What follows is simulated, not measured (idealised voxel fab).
process module | voxel self aligned vias
cross-section cut | 280 nm wide | cells 5 nm
A cross-section is a grid of square cells, given in bands from the top down. A band is one or more rows of cells.
Each band's line starts with the height of the band's top and of its bottom, in nm. Then come its materials from left to right, each with its width in nm. One material with "throughout" fills the band from edge to edge. "air" is empty space.
Height 0 is the level under which the wafer as received is all one material. The lowest band goes on downwards, as in "0 down".
A width such as "30 to 40" changes by the same amount from each row of cells to the next, from the band's top row to its bottom row.
"no change" after a step means that no cell of the cross-section changed.
closed voids: empty space of 8 cells or more with no open way to the top, each as width x height at its distance from the left edge, in nm
after a step's settings: what the simulator itself notes on the step
overlay nm, on a step with a mask: how far to the right of its planned place the mask lay; to the left if negative
plan
1 op RECEIVE | material Si
2 op CONFORMAL_DEP | material SiO2 | thk nm 15
3 op CONFORMAL_DEP | material SiCN | thk nm 5
4 op DIRECTIONAL_DEP | material SiO2 | thk nm 30
5 op MASKED_ETCH | tone open | mask id LINES | width nm 30 | pitch nm 65 | etch materials SiO2 | depth nm 30 | overlay nm 0
6 op CONFORMAL_DEP | material TiN | thk nm 5
7 op FILL_DEP | material Ru | thk nm 5
8 op CMP | height nm 50
9 op SELECTIVE_ETCH | etch materials W Ru TiN | depth nm 5
10 op FILL_DEP | material SiN | thk nm 5
11 op CMP | height nm 50
12 op DIRECTIONAL_DEP | material SiO2 | thk nm 15
13 op MASKED_ETCH | tone open | mask id VIAS | width nm 40 | pitch nm 130 | etch materials SiO2 | depth nm 15 | overlay nm 0
14 op MASKED_ETCH | tone open | mask id VIAS | width nm 40 | pitch nm 130 | etch materials SiN | depth nm 5 | overlay nm 0
15 op CONFORMAL_DEP | material TiN | thk nm 5
16 op FILL_DEP | material Ru | thk nm 5
17 op CMP | height nm 65
18 op CONFORMAL_DEP | material SiN | thk nm 5
first wafer, as planned
as received, after step 1
  0 down: Si throughout
  closed voids: none
after step 2
  15 to 0: SiO2 throughout
  below 0: unchanged
after step 3
  20 to 15: SiCN throughout
  below 15: unchanged
after step 4
  50 to 20: SiO2 throughout
  below 20: unchanged
after step 5
  50 to 20: SiO2 60 | air 30 | SiO2 35 | air 30 | SiO2 35 | air 30 | SiO2 60
  below 20: unchanged
after step 6
  55 to 50: TiN 65 | air 20 | TiN 45 | air 20 | TiN 45 | air 20 | TiN 65
  50 to 25: SiO2 60 | TiN 5 | air 20 | TiN 5 | SiO2 35 | TiN 5 | air 20 | TiN 5 | SiO2 35 | TiN 5 | air 20 | TiN 5 | SiO2 60
  25 to 20: SiO2 60 | TiN 30 | SiO2 35 | TiN 30 | SiO2 35 | TiN 30 | SiO2 60
  below 20: unchanged
after step 7
  60 to 55: Ru throughout
  55 to 50: TiN 65 | Ru 20 | TiN 45 | Ru 20 | TiN 45 | Ru 20 | TiN 65
  50 to 25: SiO2 60 | TiN 5 | Ru 20 | TiN 5 | SiO2 35 | TiN 5 | Ru 20 | TiN 5 | SiO2 35 | TiN 5 | Ru 20 | TiN 5 | SiO2 60
  below 25: unchanged
after step 8
  50 to 25: SiO2 60 | TiN 5 | Ru 20 | TiN 5 | SiO2 35 | TiN 5 | Ru 20 | TiN 5 | SiO2 35 | TiN 5 | Ru 20 | TiN 5 | SiO2 60
  below 25: unchanged
after step 9
  50 to 45: SiO2 60 | air 30 | SiO2 35 | air 30 | SiO2 35 | air 30 | SiO2 60
  below 45: unchanged
after step 10
  55 to 50: SiN throughout
  50 to 45: SiO2 60 | SiN 30 | SiO2 35 | SiN 30 | SiO2 35 | SiN 30 | SiO2 60
  below 45: unchanged
after step 11
  50 to 45: SiO2 60 | SiN 30 | SiO2 35 | SiN 30 | SiO2 35 | SiN 30 | SiO2 60
  below 45: unchanged
after step 12
  65 to 50: SiO2 throughout
  below 50: unchanged
after step 13
  65 to 50: SiO2 55 | air 40 | SiO2 90 | air 40 | SiO2 55
  below 50: unchanged
after step 14
  65 to 50: SiO2 55 | air 40 | SiO2 90 | air 40 | SiO2 55
  50 to 45: SiO2 60 | air 30 | SiO2 35 | SiN 30 | SiO2 35 | air 30 | SiO2 60
  below 45: unchanged
after step 15
  70 to 65: TiN 60 | air 30 | TiN 100 | air 30 | TiN 60
  65 to 55: SiO2 55 | TiN 5 | air 30 | TiN 5 | SiO2 90 | TiN 5 | air 30 | TiN 5 | SiO2 55
  55 to 50: SiO2 55 | TiN 10 | air 20 | TiN 10 | SiO2 90 | TiN 10 | air 20 | TiN 10 | SiO2 55
  50 to 45: SiO2 60 | TiN 30 | SiO2 35 | SiN 30 | SiO2 35 | TiN 30 | SiO2 60
  below 45: unchanged
after step 16
  75 to 70: Ru throughout
  70 to 65: TiN 60 | Ru 30 | TiN 100 | Ru 30 | TiN 60
  65 to 55: SiO2 55 | TiN 5 | Ru 30 | TiN 5 | SiO2 90 | TiN 5 | Ru 30 | TiN 5 | SiO2 55
  55 to 50: SiO2 55 | TiN 10 | Ru 20 | TiN 10 | SiO2 90 | TiN 10 | Ru 20 | TiN 10 | SiO2 55
  below 50: unchanged
after step 17
  65 to 55: SiO2 55 | TiN 5 | Ru 30 | TiN 5 | SiO2 90 | TiN 5 | Ru 30 | TiN 5 | SiO2 55
  below 55: unchanged
after step 18
  70 to 65: SiN throughout
  below 65: unchanged
second wafer: like start, like plan, one mistake. Through step 12 it matches the first wafer
when step 13 should have ended
  65 to 50: SiO2 60 | air 30 | SiO2 100 | air 30 | SiO2 60
  below 50: unchanged
when step 14 should have ended
  65 to 50: SiO2 60 | air 30 | SiO2 100 | air 30 | SiO2 60
  50 to 45: SiO2 60 | air 30 | SiO2 35 | SiN 30 | SiO2 35 | air 30 | SiO2 60
  below 45: unchanged
when step 15 should have ended
  70 to 65: TiN 65 | air 20 | TiN 110 | air 20 | TiN 65
  65 to 50: SiO2 60 | TiN 5 | air 20 | TiN 5 | SiO2 100 | TiN 5 | air 20 | TiN 5 | SiO2 60
  50 to 45: SiO2 60 | TiN 30 | SiO2 35 | SiN 30 | SiO2 35 | TiN 30 | SiO2 60
  below 45: unchanged
when step 16 should have ended
  75 to 70: Ru throughout
  70 to 65: TiN 65 | Ru 20 | TiN 110 | Ru 20 | TiN 65
  65 to 50: SiO2 60 | TiN 5 | Ru 20 | TiN 5 | SiO2 100 | TiN 5 | Ru 20 | TiN 5 | SiO2 60
  below 50: unchanged
when step 17 should have ended
  65 to 50: SiO2 60 | TiN 5 | Ru 20 | TiN 5 | SiO2 100 | TiN 5 | Ru 20 | TiN 5 | SiO2 60
  below 50: unchanged
when step 18 should have ended
  70 to 65: SiN throughout
  below 65: unchanged
what went wrong: step 13 ran as: op MASKED_ETCH | tone open | mask id VIAS | width nm 30 | pitch nm 130 | etch materials SiO2 | depth nm 15 | overlay nm 0
at the end the second wafer has, in cells: 8 fewer of Ru | 12 more of SiO2 | 4 fewer of TiN
